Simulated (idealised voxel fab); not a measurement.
Name of the process module below: voxel capacitor over wiring
205 nm wide, 5 nm square cells: that's cross-section cut.
Heads up, the way a cross-section reads in here is a grid of square cells, handed over as bands from the top down, with every band being one or more rows of cells.
For a band, the entry starts with two heights in nm, that of the top and then that of the bottom, and carries on with the band's materials in order from left to right, each alongside its width in nm; the word "throughout" beside a single material means it fills the band edge to edge, and "air" means empty space.
Height 0 is the level under which the wafer as received is all one material. The lowest band goes on downwards, as in "0 and below".
A two-number width, for instance "30 to 40", indicates that the width is equal to the first number in the top row of the band and to the second number in the bottom row, and that it changes by a constant amount per row of cells.
Key: "no modification" - step with no changed cell in the cross-section.
Look at "Closed void listing" for the closed voids: empty spaces with no open path to the top, sized 8 cells or up. Each is width x height at distance, distance from the left edge, all nm.
Step line, after settings: the simulator's comment on this step.
Each step line may optionally specify "overlay nm", which for a step with a mask gives the rightward distance between the mask's planned place and where it lay, a negative value indicating the leftward direction.

## So here's the lineup of process steps we planned
1. RECEIVE: material Si
2. CONFORMAL_DEP: material SiO2, thk nm 15
3. CONFORMAL_DEP: material SiCN, thk nm 5
4. DIRECTIONAL_DEP: material lowk, thk nm 25
5. PATTERN: tone open, mask id METAL_1, material resist, width nm 30, pitch nm 80, thk nm 15, overlay nm 0
6. DIRECTIONAL_ETCH: etch materials lowk, depth nm 25
7. DIRECTIONAL_ETCH: etch materials SiCN, depth nm 5
8. STRIP: etch materials resist
9. CONFORMAL_DEP: material TiN, thk nm 5
10. FILL_DEP: material Cu, thk nm 10
11. CMP: height nm 45
12. CONFORMAL_DEP: material SiCN, thk nm 5
13. DIRECTIONAL_DEP: material SiO2, thk nm 15
14. MASKED_ETCH: tone open, mask id PLUG_1, width nm 15, etch materials SiO2, depth nm 15, overlay nm 0
15. MASKED_ETCH: tone open, mask id PLUG_1, width nm 15, etch materials SiCN, depth nm 5, overlay nm 0
16. EPI: material Ru, thk nm 10
17. EPI: material Ru, thk nm 10
18. DIRECTIONAL_DEP: material TiN, thk nm 5
19. DIRECTIONAL_DEP: material SiN, thk nm 5
20. DIRECTIONAL_DEP: material TiN, thk nm 10
21. DIRECTIONAL_DEP: material aC, thk nm 10
22. PATTERN: tone cover, mask id UPPER_PLATE, material resist, width nm 55, thk nm 25, overlay nm 0
23. DIRECTIONAL_ETCH: etch materials aC, depth nm 10
24. STRIP: etch materials resist
25. DIRECTIONAL_ETCH: etch materials TiN, depth nm 10
26. DIRECTIONAL_ETCH: etch materials SiN, depth nm 5
27. STRIP: etch materials aC
28. PATTERN: tone cover, mask id LOWER_PLATE, material resist, width nm 65, thk nm 20, overlay nm 0
29. DIRECTIONAL_ETCH: etch materials TiN, depth nm 5
30. STRIP: etch materials resist
31. FILL_DEP: material SiO2, thk nm 15
32. CMP: height nm 95
33. PATTERN: tone open, mask id PLUG_2, material resist, width nm 15, thk nm 15, overlay nm 0
34. DIRECTIONAL_ETCH: etch materials SiO2, depth nm 10
35. STRIP: etch materials resist
36. CONFORMAL_DEP: material TiN, thk nm 5
37. FILL_DEP: material Cu, thk nm 5
38. CMP: height nm 95
39. CONFORMAL_DEP: material SiN, thk nm 5

## Cross-section of the wafer at receipt, which is the condition after step 1
* 0 and below | Si throughout
* Closed void listing: none

## Cross-sectional image of the first of two wafers at the end of the module, the run having proceeded as planned
* 100 down to 95 | SiN throughout
* 95 down to 90 | SiO2=70 | TiN=5 | Cu=5 | TiN=5 | SiO2=120
* 90 down to 85 | SiO2=70 | TiN=15 | SiO2=120
* 85 down to 75 | SiO2=60 | TiN=55 | SiO2=90
* 75 down to 70 | SiO2=60 | SiN=55 | SiO2=90
* 70 down to 65 | SiO2=55 | TiN=65 | SiO2=85
* 65 down to 50 | SiO2=60 | Ru=15 | SiO2=130
* 50 down to 45 | SiCN=60 | Ru=15 | SiCN=130
* 45 down to 20 | lowk=45 | TiN=5 | Cu=20 | TiN=5 | lowk=50 | TiN=5 | Cu=20 | TiN=5 | lowk=50
* 20 down to 15 | SiCN=45 | TiN=30 | SiCN=50 | TiN=30 | SiCN=50
* 15 down to 0 | SiO2 throughout
* 0 and below | Si throughout
* Closed void listing: none

## This cross-section belongs to the second wafer of two at the end of the module; the start and the plan were shared with the first, and the run included one mistake
* 100 down to 95 | SiN throughout
* 95 down to 90 | SiO2=70 | TiN=5 | Cu=5 | TiN=5 | SiO2=120
* 90 down to 85 | SiO2=70 | TiN=15 | SiO2=120
* 85 down to 80 | SiO2 throughout
* 80 down to 70 | SiO2=60 | TiN=55 | SiO2=90
* 70 down to 65 | SiO2=55 | TiN=65 | SiO2=85
* 65 down to 50 | SiO2=60 | Ru=15 | SiO2=130
* 50 down to 45 | SiCN=60 | Ru=15 | SiCN=130
* 45 down to 20 | lowk=45 | TiN=5 | Cu=20 | TiN=5 | lowk=50 | TiN=5 | Cu=20 | TiN=5 | lowk=50
* 20 down to 15 | SiCN=45 | TiN=30 | SiCN=50 | TiN=30 | SiCN=50
* 15 down to 0 | SiO2 throughout
* 0 and below | Si throughout
* Closed void listing: none
Want to know what went wrong? yeah, step 19 of the plan got skipped, never ran
At the finish, the second wafer shows more or fewer cells for some materials than the first does: 11 fewer of SiN; 11 more of SiO2
